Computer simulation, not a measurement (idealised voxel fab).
The document below concerns the process module designated voxel gate over fins.
265 nm wide, 5 nm square cells: that's cross-section cut.
This document writes a cross-section as a grid whose cells are square, and gives it as bands, listed from the top down; one or more rows of cells form a band. Quick guide to a band line: top height, bottom height (nm) up front; then every material left to right with its width in nm. Only one material and it's marked "all across"? Then it fills the band edge to edge. And "blank" just means empty space. Below 0: as-received wafer, all one material; heights counted from there. Lowest band: no bottom, goes on down, written "top 0, no bottom". With a width like "30->40", each row of cells in the band differs from the next by the same amount, the top row carrying the first number and the bottom row the second. It should be understood that the words "nothing was modified", when stated for a given step, signify that the cross-section underwent no change in any of its cells during that step. Listed in "Voids, fully enclosed": every empty space of 8 or more cells without an open way to the top. Form: width x height at distance, the distance being from the left edge, all in nm. Step line, after settings: the simulator's comment on this step. A step's line can hold "overlay nm"; with a mask on that step, the setting says how far right of the planned place the mask lay, while a negative setting says it lay to the left.
# Planned step list for the process
1 RECEIVE (material Si)
2 CONFORMAL_DEP (material SiN; thk nm 10)
3 DIRECTIONAL_DEP (material aC; thk nm 10)
4 PATTERN (tone cover; mask id FINS; material resist; width nm 15; pitch nm 50; thk nm 25; overlay nm 0)
5 DIRECTIONAL_ETCH (etch materials aC; depth nm 10)
6 STRIP (etch materials resist)
7 DIRECTIONAL_ETCH (etch materials SiN; depth nm 10)
8 DIRECTIONAL_ETCH (etch materials Si; depth nm 30)
9 STRIP (etch materials aC)
10 FILL_DEP (material SiO2; thk nm 15)
11 CMP (height nm 10)
12 PATTERN (tone open; mask id RAIL; material resist; width nm 15; thk nm 20; overlay nm 0)
13 DIRECTIONAL_ETCH (etch materials SiO2; depth nm 35)
14 STRIP (etch materials resist)
15 CONFORMAL_DEP (material TiN; thk nm 5)
16 FILL_DEP (material Ru; thk nm 5)
17 CMP (height nm 10)
18 SELECTIVE_ETCH (etch materials W Ru TiN; depth nm 15)
19 FILL_DEP (material SiO2; thk nm 5)
20 CMP (height nm 10)
21 SELECTIVE_ETCH (etch materials SiO2; depth nm 20)
22 STRIP (etch materials SiN)
23 CONFORMAL_DEP (material HfO2; thk nm 5)
24 CONFORMAL_DEP (material TiN; thk nm 5)
25 CONFORMAL_DEP (material TiAl; thk nm 5)
26 CONFORMAL_DEP (material TiN; thk nm 5)
27 FILL_DEP (material W; thk nm 10)
28 CMP (height nm 25)
29 CONFORMAL_DEP (material SiN; thk nm 5)
varied across the wafers: depth nm of step 18. The plan shows the first wafer's value. All wafers start alike
# After step 1, as received: first of several wafers, cross-section
    top 0, no bottom  Si all across
    Voids, fully enclosed: none
# Once step 29, the last step, is complete, the module is at its end; this is the cross-section of the first of several wafers
    top 30, bottom 25  SiN all across
    top 25, bottom 20  W all across
    top 20, bottom 15  55 of W | 155 of TiN | 55 of W
    top 15, bottom 10  55 of W | 5 of TiN | 45 of TiAl | 5 of TiN | 45 of TiAl | 5 of TiN | 45 of TiAl | 5 of TiN | 55 of W
    top 10, bottom 5  60 of TiN | 5 of TiAl | 35 of TiN | 15 of TiAl | 35 of TiN | 5 of TiAl | 5 of TiN | 5 of TiAl | 35 of TiN | 5 of TiAl | 60 of TiN
    top 5, bottom 0  65 of TiAl | 5 of TiN | 25 of HfO2 | 25 of TiN | 25 of HfO2 | 5 of TiN | 15 of TiAl | 5 of TiN | 25 of HfO2 | 5 of TiN | 65 of TiAl
    top 0, bottom -5  70 of TiN | 5 of HfO2 | 15 of Si | 35 of HfO2 | 15 of Si | 5 of HfO2 | 25 of TiN | 5 of HfO2 | 15 of Si | 5 of HfO2 | 70 of TiN
    top -5, bottom -10  75 of HfO2 | 15 of Si | 10 of HfO2 | 5 of TiN | 5 of Ru | 5 of TiN | 10 of HfO2 | 15 of Si | 35 of HfO2 | 15 of Si | 75 of HfO2
    top -10, bottom -20  75 of SiO2 | 15 of Si | 10 of SiO2 | 5 of TiN | 5 of Ru | 5 of TiN | 10 of SiO2 | 15 of Si | 35 of SiO2 | 15 of Si | 75 of SiO2
    top -20, bottom -25  75 of SiO2 | 15 of Si | 10 of SiO2 | 15 of TiN | 10 of SiO2 | 15 of Si | 35 of SiO2 | 15 of Si | 75 of SiO2
    top -25, bottom -30  75 of SiO2 | 15 of Si | 35 of SiO2 | 15 of Si | 35 of SiO2 | 15 of Si | 75 of SiO2
    top -30, no bottom  Si all across
    Voids, fully enclosed: none
# Cross-section of the final wafer among several, taken at the end of the module
    top 30, bottom 25  SiN all across
    top 25, bottom 20  W all across
    top 20, bottom 15  55 of W | 155 of TiN | 55 of W
    top 15, bottom 10  55 of W | 5 of TiN | 45 of TiAl | 5 of TiN | 45 of TiAl | 5 of TiN | 45 of TiAl | 5 of TiN | 55 of W
    top 10, bottom 5  60 of TiN | 5 of TiAl | 35 of TiN | 5 of TiAl | 5 of TiN | 5 of TiAl | 35 of TiN | 5 of TiAl | 5 of TiN | 5 of TiAl | 35 of TiN | 5 of TiAl | 60 of TiN
    top 5, bottom 0  65 of TiAl | 5 of TiN | 25 of HfO2 | 5 of TiN | 15 of TiAl | 5 of TiN | 25 of HfO2 | 5 of TiN | 15 of TiAl | 5 of TiN | 25 of HfO2 | 5 of TiN | 65 of TiAl
    top 0, bottom -5  70 of TiN | 5 of HfO2 | 15 of Si | 5 of HfO2 | 25 of TiN | 5 of HfO2 | 15 of Si | 5 of HfO2 | 25 of TiN | 5 of HfO2 | 15 of Si | 5 of HfO2 | 70 of TiN
    top -5, bottom -10  75 of HfO2 | 15 of Si | 35 of HfO2 | 15 of Si | 35 of HfO2 | 15 of Si | 75 of HfO2
    top -10, bottom -30  75 of SiO2 | 15 of Si | 35 of SiO2 | 15 of Si | 35 of SiO2 | 15 of Si | 75 of SiO2
    top -30, no bottom  Si all across
    Voids, fully enclosed: none
# Below is a per-wafer table. In it, each row describes the wafer at the end of the module by giving, for each material, the number of cells gained (+) or lost (-) since the wafer was received, and after that the closed voids of the wafer
depth nm 15 | +67 HfO2 | +3 Ru | -264 Si | +53 SiN | +167 SiO2 | +63 TiAl | +132 TiN | +97 W | Voids, fully enclosed: none
depth nm 20 | +65 HfO2 | +2 Ru | -264 Si | +53 SiN | +167 SiO2 | +65 TiAl | +133 TiN | +97 W | Voids, fully enclosed: none
depth nm 25 | +65 HfO2 | +1 Ru | -264 Si | +53 SiN | +170 SiO2 | +65 TiAl | +131 TiN | +97 W | Voids, fully enclosed: none
depth nm 30 | +65 HfO2 | -264 Si | +53 SiN | +173 SiO2 | +65 TiAl | +129 TiN | +97 W | Voids, fully enclosed: none
depth nm 35 | +65 HfO2 | -264 Si | +53 SiN | +176 SiO2 | +65 TiAl | +126 TiN | +97 W | Voids, fully enclosed: none
depth nm 40 | +65 HfO2 | -264 Si | +53 SiN | +176 SiO2 | +65 TiAl | +126 TiN | +97 W | Voids, fully enclosed: none
